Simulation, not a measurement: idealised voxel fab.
This section sets out a process module, namely voxel self aligned vias.
Section cut is 215 nm wide and gridded with 5 nm square cells.
In what follows, cross-sections appear as grids of square cells, described through bands that run from the top down, where every band is one or more rows of cells.
The entry gives the band's vertical extent as a top height and a bottom height in nm, then its horizontal make-up as materials from left to right, each with a width in nm. "empty" stands for empty space; a single material marked "full width" fills the band edge to edge.
Heights from 0 (as-received wafer is one material below). Bottom band endless downward, as "z 0 and below".
Per-row width for "30 to 40": begins at first number (top row of band), ends at second number (bottom row), increment between rows held constant.
Step note "remained the same" = no cross-section cell changed.
Each empty space that has no open way to the top and spans at least 8 cells appears under "Enclosed void catalog" as width x height at distance, the distance counted from the left edge, all in nm.
Past the settings on a step's line: simulator remark, on that step.
For masked steps, "overlay nm" on the step line gives how far right of plan the mask actually lay; a minus sign means it lay to the left.

# The following list gives the planned process steps
1. RECEIVE | material Si
2. CONFORMAL_DEP | material SiO2 | thk nm 10
3. CONFORMAL_DEP | material SiCN | thk nm 5
4. DIRECTIONAL_DEP | material lowk | thk nm 20
5. DIRECTIONAL_DEP | material aC | thk nm 15
6. PATTERN | tone open | mask id LINES | material resist | width nm 30 | pitch nm 75 | thk nm 35 | overlay nm 0
7. DIRECTIONAL_ETCH | etch materials aC | depth nm 15
8. STRIP | etch materials resist
9. DIRECTIONAL_ETCH | etch materials lowk | depth nm 20
10. STRIP | etch materials aC
11. CONFORMAL_DEP | material TiN | thk nm 5
12. FILL_DEP | material Ru | thk nm 10
13. CMP | height nm 35
14. SELECTIVE_ETCH | etch materials W Ru TiN | depth nm 5
15. FILL_DEP | material SiN | thk nm 5
16. CMP | height nm 35
17. DIRECTIONAL_DEP | material lowk | thk nm 15
18. DIRECTIONAL_DEP | material aC | thk nm 15
19. PATTERN | tone open | mask id VIAS | material resist | width nm 50 | pitch nm 75 | thk nm 30 | overlay nm 0
20. DIRECTIONAL_ETCH | etch materials aC | depth nm 15
21. STRIP | etch materials resist
22. DIRECTIONAL_ETCH | etch materials lowk | depth nm 15
23. DIRECTIONAL_ETCH | etch materials SiN | depth nm 5
24. STRIP | etch materials aC
25. CONFORMAL_DEP | material TiN | thk nm 5
26. FILL_DEP | material Ru | thk nm 5
27. CMP | height nm 50
28. CONFORMAL_DEP | material SiCN | thk nm 5

# The first of two wafers, run as planned

# This is the cross-section of the wafer as we received it, i.e. after step 1
z 0 and below | Si full width
Enclosed void catalog: none

# Step 2 complete: cross-section through the wafer
z 10 to 0 | SiO2 full width
below 0: unchanged

# Step 3 complete: cross-section through the wafer
z 15 to 10 | SiCN full width
below 10: unchanged

# Step 4 complete: cross-section through the wafer
z 35 to 15 | lowk full width
below 15: unchanged

# Step 5 complete: cross-section through the wafer
z 50 to 35 | aC full width
below 35: unchanged

# Step 6 complete: cross-section through the wafer
z 85 to 50 | resist 55  empty 30  resist 45  empty 30  resist 55
below 50: unchanged

# Step 7 complete: cross-section through the wafer
z 70 to 50 | resist 55  empty 30  resist 45  empty 30  resist 55
z 50 to 35 | aC 55  empty 30  aC 45  empty 30  aC 55
below 35: unchanged

# Step 8 complete: cross-section through the wafer
z 50 to 35 | aC 55  empty 30  aC 45  empty 30  aC 55
below 35: unchanged

# Step 9 complete: cross-section through the wafer
z 50 to 35 | aC 55  empty 30  aC 45  empty 30  aC 55
z 35 to 15 | lowk 55  empty 30  lowk 45  empty 30  lowk 55
below 15: unchanged

# Step 10 complete: cross-section through the wafer
z 35 to 15 | lowk 55  empty 30  lowk 45  empty 30  lowk 55
below 15: unchanged

# Step 11 complete: cross-section through the wafer
z 40 to 35 | TiN 60  empty 20  TiN 55  empty 20  TiN 60
z 35 to 20 | lowk 55  TiN 5  empty 20  TiN 5  lowk 45  TiN 5  empty 20  TiN 5  lowk 55
z 20 to 15 | lowk 55  TiN 30  lowk 45  TiN 30  lowk 55
below 15: unchanged

# Step 12 complete: cross-section through the wafer
z 50 to 40 | Ru full width
z 40 to 35 | TiN 60  Ru 20  TiN 55  Ru 20  TiN 60
z 35 to 20 | lowk 55  TiN 5  Ru 20  TiN 5  lowk 45  TiN 5  Ru 20  TiN 5  lowk 55
below 20: unchanged

# Step 13 complete: cross-section through the wafer
z 35 to 20 | lowk 55  TiN 5  Ru 20  TiN 5  lowk 45  TiN 5  Ru 20  TiN 5  lowk 55
below 20: unchanged

# Step 14 complete: cross-section through the wafer
z 35 to 30 | lowk 55  empty 30  lowk 45  empty 30  lowk 55
below 30: unchanged

# Step 15 complete: cross-section through the wafer
z 40 to 35 | SiN full width
z 35 to 30 | lowk 55  SiN 30  lowk 45  SiN 30  lowk 55
below 30: unchanged

# Step 16 complete: cross-section through the wafer
z 35 to 30 | lowk 55  SiN 30  lowk 45  SiN 30  lowk 55
below 30: unchanged

# Step 17 complete: cross-section through the wafer
z 50 to 35 | lowk full width
below 35: unchanged

# Step 18 complete: cross-section through the wafer
z 65 to 50 | aC full width
below 50: unchanged

# Step 19 complete: cross-section through the wafer
z 95 to 65 | resist 45  empty 50  resist 25  empty 50  resist 45
below 65: unchanged

# Step 20 complete: cross-section through the wafer
z 80 to 65 | resist 45  empty 50  resist 25  empty 50  resist 45
z 65 to 50 | aC 45  empty 50  aC 25  empty 50  aC 45
below 50: unchanged

# Step 21 complete: cross-section through the wafer
z 65 to 50 | aC 45  empty 50  aC 25  empty 50  aC 45
below 50: unchanged

# Step 22 complete: cross-section through the wafer
z 65 to 50 | aC 45  empty 50  aC 25  empty 50  aC 45
z 50 to 35 | lowk 45  empty 50  lowk 25  empty 50  lowk 45
below 35: unchanged

# Step 23 complete: cross-section through the wafer
z 65 to 50 | aC 45  empty 50  aC 25  empty 50  aC 45
z 50 to 35 | lowk 45  empty 50  lowk 25  empty 50  lowk 45
z 35 to 30 | lowk 55  empty 30  lowk 45  empty 30  lowk 55
below 30: unchanged

# Step 24 complete: cross-section through the wafer
z 50 to 35 | lowk 45  empty 50  lowk 25  empty 50  lowk 45
below 35: unchanged

# Step 25 complete: cross-section through the wafer
z 55 to 50 | TiN 50  empty 40  TiN 35  empty 40  TiN 50
z 50 to 40 | lowk 45  TiN 5  empty 40  TiN 5  lowk 25  TiN 5  empty 40  TiN 5  lowk 45
z 40 to 35 | lowk 45  TiN 15  empty 20  TiN 15  lowk 25  TiN 15  empty 20  TiN 15  lowk 45
z 35 to 30 | lowk 55  TiN 30  lowk 45  TiN 30  lowk 55
below 30: unchanged

# Step 26 complete: cross-section through the wafer
z 60 to 55 | Ru full width
z 55 to 50 | TiN 50  Ru 40  TiN 35  Ru 40  TiN 50
z 50 to 40 | lowk 45  TiN 5  Ru 40  TiN 5  lowk 25  TiN 5  Ru 40  TiN 5  lowk 45
z 40 to 35 | lowk 45  TiN 15  Ru 20  TiN 15  lowk 25  TiN 15  Ru 20  TiN 15  lowk 45
below 35: unchanged

# Step 27 complete: cross-section through the wafer
z 50 to 40 | lowk 45  TiN 5  Ru 40  TiN 5  lowk 25  TiN 5  Ru 40  TiN 5  lowk 45
below 40: unchanged

# Step 28 complete: cross-section through the wafer
z 55 to 50 | SiCN full width
below 50: unchanged

# Okay, second wafer. Nothing different at the start, nothing different in the plan, just one mistake somewhere in the running. As far as step 21, counting that step, it's the first wafer all over again

# What the second wafer looks like in cross-section when step 22 should have wrapped up
z 65 to 50 | aC 45  empty 50  aC 25  empty 50  aC 45
z 50 to 35 | lowk 45  empty 50  lowk 25  empty 50  lowk 45
z 35 to 30 | lowk 45  empty 10  SiN 30  empty 10  lowk 25  empty 10  SiN 30  empty 10  lowk 45
z 30 to 20 | lowk 45  empty 10  TiN 5  Ru 20  TiN 5  empty 10  lowk 25  empty 10  TiN 5  Ru 20  TiN 5  empty 10  lowk 45
below 20: unchanged

# What the second wafer looks like in cross-section when step 23 should have wrapped up
z 65 to 50 | aC 45  empty 50  aC 25  empty 50  aC 45
z 50 to 30 | lowk 45  empty 50  lowk 25  empty 50  lowk 45
below 30: unchanged

# What the second wafer looks like in cross-section when step 24 should have wrapped up
z 50 to 30 | lowk 45  empty 50  lowk 25  empty 50  lowk 45
below 30: unchanged

# What the second wafer looks like in cross-section when step 25 should have wrapped up
z 55 to 50 | TiN 50  empty 40  TiN 35  empty 40  TiN 50
z 50 to 35 | lowk 45  TiN 5  empty 40  TiN 5  lowk 25  TiN 5  empty 40  TiN 5  lowk 45
z 35 to 30 | lowk 45  TiN 50  lowk 25  TiN 50  lowk 45
z 30 to 20 | lowk 45  TiN 15  Ru 20  TiN 15  lowk 25  TiN 15  Ru 20  TiN 15  lowk 45
below 20: unchanged

# What the second wafer looks like in cross-section when step 26 should have wrapped up
z 60 to 55 | Ru full width
z 55 to 50 | TiN 50  Ru 40  TiN 35  Ru 40  TiN 50
z 50 to 35 | lowk 45  TiN 5  Ru 40  TiN 5  lowk 25  TiN 5  Ru 40  TiN 5  lowk 45
below 35: unchanged

# What the second wafer looks like in cross-section when step 27 should have wrapped up
z 50 to 35 | lowk 45  TiN 5  Ru 40  TiN 5  lowk 25  TiN 5  Ru 40  TiN 5  lowk 45
below 35: unchanged

# What the second wafer looks like in cross-section when step 28 should have wrapped up
z 55 to 50 | SiCN full width
below 50: unchanged
Plan not followed: plan step 22 ran twice
Upon completion, the second wafer contains, in terms of cells, a greater or smaller amount of certain materials than the first wafer: Ru: 8 more; TiN: 16 more; lowk: 24 fewer
